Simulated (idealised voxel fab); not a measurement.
Presented below is a process module, voxel self aligned contacts.
Square cells of 5 nm make up the cross-section cut, whose width is 170 nm.
Throughout this document, each cross-section is represented as a grid of square cells and is presented as a sequence of bands enumerated from the top downward, where a band comprises one or more rows of cells. For a band, the entry starts with two heights in nm, that of the top and then that of the bottom, and carries on with the band's materials in order from left to right, each alongside its width in nm; the word "everywhere" beside a single material means it fills the band edge to edge, and "air" means empty space. Beneath 0, the wafer as received is one material, and that level is where height counting begins. The lowest band goes on downward without a bottom; it is written like "0 -> down". A two-number width, for instance "30..40", indicates that the width is equal to the first number in the top row of the band and to the second number in the bottom row, and that it changes by a constant amount per row of cells. Given "no modifications" for a step, no cell of the cross-section differs between before and after that step. So "Enclosed voids" is basically the list of trapped voids: any empty space of 8 cells or more that can't reach the top through an opening. They're written width x height at distance, the distance being from the left edge, and it's all nm. Past the settings on a step's line: simulator remark, on that step. If you see "overlay nm" on a step's line and that step has a mask, it's telling you how far right of where it was planned the mask ended up; a negative number means it went left instead.

-- The following list gives the planned process steps
1: RECEIVE,material Si
2: CONFORMAL_DEP,material SiO2,thk nm 5
3: DIRECTIONAL_DEP,material polySi,thk nm 30
4: DIRECTIONAL_DEP,material SiN,thk nm 15
5: MASKED_ETCH,tone cover,mask id GATE,width nm 25,pitch nm 50,etch materials SiN,depth nm 15,overlay nm 0
6: MASKED_ETCH,tone cover,mask id GATE,width nm 25,pitch nm 50,etch materials polySi,depth nm 30,overlay nm 0
7: CONFORMAL_DEP,material SiN,thk nm 5
8: DIRECTIONAL_ETCH,etch materials SiN,depth nm 5
9: FILL_DEP,material SiO2,thk nm 15
10: CMP,height nm 60
11: DIRECTIONAL_DEP,material aC,thk nm 10
12: PATTERN,tone open,mask id CONTACT,material resist,width nm 35,pitch nm 50,thk nm 30,overlay nm 0
13: DIRECTIONAL_ETCH,etch materials aC,depth nm 10
14: STRIP,etch materials resist
15: DIRECTIONAL_ETCH,etch materials SiO2,depth nm 60
16: STRIP,etch materials aC
17: CONFORMAL_DEP,material TiN,thk nm 5
18: FILL_DEP,material Ru,thk nm 5
19: CMP,height nm 60
20: CONFORMAL_DEP,material SiCN,thk nm 5

-- First of the two wafers, run per plan

-- Wafer cross-section on receipt, i.e. after step 1
    0 -> down = Si everywhere
    Enclosed voids: none

-- after step 2
    5 -> 0 = SiO2 everywhere
    At heights below 0, the structure remains unaltered.

-- after step 3
    35 -> 5 = polySi everywhere
    At heights below 5, the structure remains unaltered.

-- after step 4
    50 -> 35 = SiN everywhere
    At heights below 35, the structure remains unaltered.

-- after step 5
    50 -> 35 = air (20) / SiN (25) / air (25) / SiN (25) / air (25) / SiN (25) / air (25)
    At heights below 35, the structure remains unaltered.

-- after step 6
    50 -> 35 = air (20) / SiN (25) / air (25) / SiN (25) / air (25) / SiN (25) / air (25)
    35 -> 5 = air (20) / polySi (25) / air (25) / polySi (25) / air (25) / polySi (25) / air (25)
    At heights below 5, the structure remains unaltered.

-- after step 7
    55 -> 35 = air (15) / SiN (35) / air (15) / SiN (35) / air (15) / SiN (35) / air (20)
    35 -> 10 = air (15) / SiN (5) / polySi (25) / SiN (5) / air (15) / SiN (5) / polySi (25) / SiN (5) / air (15) / SiN (5) / polySi (25) / SiN (5) / air (20)
    10 -> 5 = SiN (20) / polySi (25) / SiN (25) / polySi (25) / SiN (25) / polySi (25) / SiN (25)
    At heights below 5, the structure remains unaltered.

-- after step 8
    50 -> 35 = air (15) / SiN (35) / air (15) / SiN (35) / air (15) / SiN (35) / air (20)
    35 -> 5 = air (15) / SiN (5) / polySi (25) / SiN (5) / air (15) / SiN (5) / polySi (25) / SiN (5) / air (15) / SiN (5) / polySi (25) / SiN (5) / air (20)
    At heights below 5, the structure remains unaltered.

-- after step 9
    65 -> 50 = SiO2 everywhere
    50 -> 35 = SiO2 (15) / SiN (35) / SiO2 (15) / SiN (35) / SiO2 (15) / SiN (35) / SiO2 (20)
    35 -> 5 = SiO2 (15) / SiN (5) / polySi (25) / SiN (5) / SiO2 (15) / SiN (5) / polySi (25) / SiN (5) / SiO2 (15) / SiN (5) / polySi (25) / SiN (5) / SiO2 (20)
    At heights below 5, the structure remains unaltered.

-- after step 10
    60 -> 50 = SiO2 everywhere
    At heights below 50, the structure remains unaltered.

-- after step 11
    70 -> 60 = aC everywhere
    At heights below 60, the structure remains unaltered.

-- after step 12
    100 -> 70 = resist (40) / air (35) / resist (15) / air (35) / resist (45)
    At heights below 70, the structure remains unaltered.

-- after step 13
    90 -> 70 = resist (40) / air (35) / resist (15) / air (35) / resist (45)
    70 -> 60 = aC (40) / air (35) / aC (15) / air (35) / aC (45)
    At heights below 60, the structure remains unaltered.

-- after step 14
    70 -> 60 = aC (40) / air (35) / aC (15) / air (35) / aC (45)
    At heights below 60, the structure remains unaltered.

-- after step 15
    70 -> 60 = aC (40) / air (35) / aC (15) / air (35) / aC (45)
    60 -> 50 = SiO2 (40) / air (35) / SiO2 (15) / air (35) / SiO2 (45)
    50 -> 35 = SiO2 (15) / SiN (35) / air (15) / SiN (35) / air (15) / SiN (35) / SiO2 (20)
    35 -> 5 = SiO2 (15) / SiN (5) / polySi (25) / SiN (5) / air (15) / SiN (5) / polySi (25) / SiN (5) / air (15) / SiN (5) / polySi (25) / SiN (5) / SiO2 (20)
    5 -> 0 = SiO2 (50) / air (15) / SiO2 (35) / air (15) / SiO2 (55)
    At heights below 0, the structure remains unaltered.

-- after step 16
    60 -> 50 = SiO2 (40) / air (35) / SiO2 (15) / air (35) / SiO2 (45)
    At heights below 50, the structure remains unaltered.

-- after step 17
    65 -> 60 = TiN (45) / air (25) / TiN (25) / air (25) / TiN (50)
    60 -> 50 = SiO2 (40) / TiN (5..15) / air (25..5) / TiN (5..15) / SiO2 (15) / TiN (5..15) / air (25..5) / TiN (5..15) / SiO2 (45)
    50 -> 35 = SiO2 (15) / SiN (35) / TiN (5) / air (5) / TiN (5) / SiN (35) / TiN (5) / air (5) / TiN (5) / SiN (35) / SiO2 (20)
    35 -> 5 = SiO2 (15) / SiN (5) / polySi (25) / SiN (5) / TiN (5) / air (5) / TiN (5) / SiN (5) / polySi (25) / SiN (5) / TiN (5) / air (5) / TiN (5) / SiN (5) / polySi (25) / SiN (5) / SiO2 (20)
    5 -> 0 = SiO2 (50) / TiN (15) / SiO2 (35) / TiN (15) / SiO2 (55)
    At heights below 0, the structure remains unaltered.

-- after step 18
    70 -> 65 = Ru everywhere
    65 -> 60 = TiN (45) / Ru (25) / TiN (25) / Ru (25) / TiN (50)
    60 -> 50 = SiO2 (40) / TiN (5..15) / Ru (25..5) / TiN (5..15) / SiO2 (15) / TiN (5..15) / Ru (25..5) / TiN (5..15) / SiO2 (45)
    50 -> 35 = SiO2 (15) / SiN (35) / TiN (5) / Ru (5) / TiN (5) / SiN (35) / TiN (5) / Ru (5) / TiN (5) / SiN (35) / SiO2 (20)
    35 -> 5 = SiO2 (15) / SiN (5) / polySi (25) / SiN (5) / TiN (5) / Ru (5) / TiN (5) / SiN (5) / polySi (25) / SiN (5) / TiN (5) / Ru (5) / TiN (5) / SiN (5) / polySi (25) / SiN (5) / SiO2 (20)
    At heights below 5, the structure remains unaltered.

-- after step 19
    60 -> 50 = SiO2 (40) / TiN (5..15) / Ru (25..5) / TiN (5..15) / SiO2 (15) / TiN (5..15) / Ru (25..5) / TiN (5..15) / SiO2 (45)
    At heights below 50, the structure remains unaltered.

-- after step 20
    65 -> 60 = SiCN everywhere
    At heights below 60, the structure remains unaltered.

-- The remaining wafer, second of the two, started like the first and was run to the same plan, except that one mistake was made along the way; the two coincide through step 18, inclusive

-- Second wafer cross-section, taken as of the time the plan sets for step 19 to be done
    50 -> 35 = SiO2 (15) / SiN (35) / TiN (5) / Ru (5) / TiN (5) / SiN (35) / TiN (5) / Ru (5) / TiN (5) / SiN (35) / SiO2 (20)
    At heights below 35, the structure remains unaltered.

-- Second wafer cross-section, taken as of the time the plan sets for step 20 to be done
    55 -> 50 = SiCN everywhere
    At heights below 50, the structure remains unaltered.
So what did we get wrong on this run? not per plan at step 19, really ran CMP,height nm 50
Count the cells at the end and the second wafer has more or fewer of some materials than the first: Ru: 12 fewer | SiO2: 40 fewer | TiN: 16 fewer
